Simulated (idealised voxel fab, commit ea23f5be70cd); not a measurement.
You're looking at the process module voxel trench capacitor.
The cross-section shown here is cut; it is 260 nm wide and divided into square cells measuring 5 nm on a side.
A cross-section is written here as square cells arranged in a grid, and it is given in bands from the top down, each band taking up one or more rows of cells. What a band's entry tells you: where the top is and where the bottom is, as heights in nm, and after that what lies inside, material by material from left to right, each with its width in nm. Empty space is written as the word "air", and a single material marked with the word "everywhere" occupies the band from edge to edge. Basically, 0 is our baseline, since under it the wafer straight out of the box is all one material. The bottom band has no lower end and keeps on going down, so it looks like "0 down". Graded width ("30->40"): value in top row of band = first number; value in bottom row = second number; row-to-row change constant. You'll sometimes find "no modifications" written for a step, and that's the way of saying that nowhere in the cross-section did a cell change during that step. The entry "Unvented internal voids" lists the empty spaces that cover at least 8 cells and have no open path to the top. Each is written as width x height at distance, where the distance is measured from the left edge and all three values are in nm. Heads up: the bit after the settings on a step's line is the simulator's remark on that step. overlay nm: right-of-plan distance of the mask on a masked step; negative values mean left-of-plan.

Process steps foreseen in the plan
1 RECEIVE | material Si
2 CONFORMAL_DEP | material SiN | thk nm 5
3 MASKED_ETCH | tone open | mask id TRENCH | width nm 15 | pitch nm 40 | etch materials SiN | depth nm 5 | overlay nm 0
4 MASKED_ETCH | tone open | mask id TRENCH | width nm 15 | pitch nm 40 | etch materials Si | depth nm 40 | overlay nm 0
5 CONFORMAL_DEP | material Al2O3 | thk nm 5
6 FILL_DEP | material polySi | thk nm 5
7 CMP | height nm 5

As-received state of the wafer in cross-section, equivalent to post-step 1
    0 down | Si everywhere
    Unvented internal voids: none

Looking at the first of two wafers in cross-section at end of module - ran to plan
    5 to 0 | SiN=100, then Al2O3=5, then polySi=5, then Al2O3=5, then SiN=25, then Al2O3=5, then polySi=5, then Al2O3=5, then SiN=105
    0 to -35 | Si=100, then Al2O3=5, then polySi=5, then Al2O3=5, then Si=25, then Al2O3=5, then polySi=5, then Al2O3=5, then Si=105
    -35 to -40 | Si=100, then Al2O3=15, then Si=25, then Al2O3=15, then Si=105
    -40 down | Si everywhere
    Unvented internal voids: none

Presented here is a cross-section of the second of the two wafers as it stood at the end of the module. It was started in the same manner and assigned the same plan as the first wafer; however, one mistake was made in its execution
    5 to 0 | SiN=100, then Al2O3=5, then SiN=5, then Al2O3=5, then SiN=25, then Al2O3=5, then SiN=5, then Al2O3=5, then SiN=105
    0 to -35 | Si=100, then Al2O3=5, then SiN=5, then Al2O3=5, then Si=25, then Al2O3=5, then SiN=5, then Al2O3=5, then Si=105
    -35 to -40 | Si=100, then Al2O3=15, then Si=25, then Al2O3=15, then Si=105
    -40 down | Si everywhere
    Unvented internal voids: none
Which mistake was made when the wafer was run? step 6 was not run as planned; what actually ran was FILL_DEP | material SiN | thk nm 5
Bottom line after processing is that, in cells, the second wafer is up or down on some materials versus the first: SiN: 16 more, polySi: 16 fewer
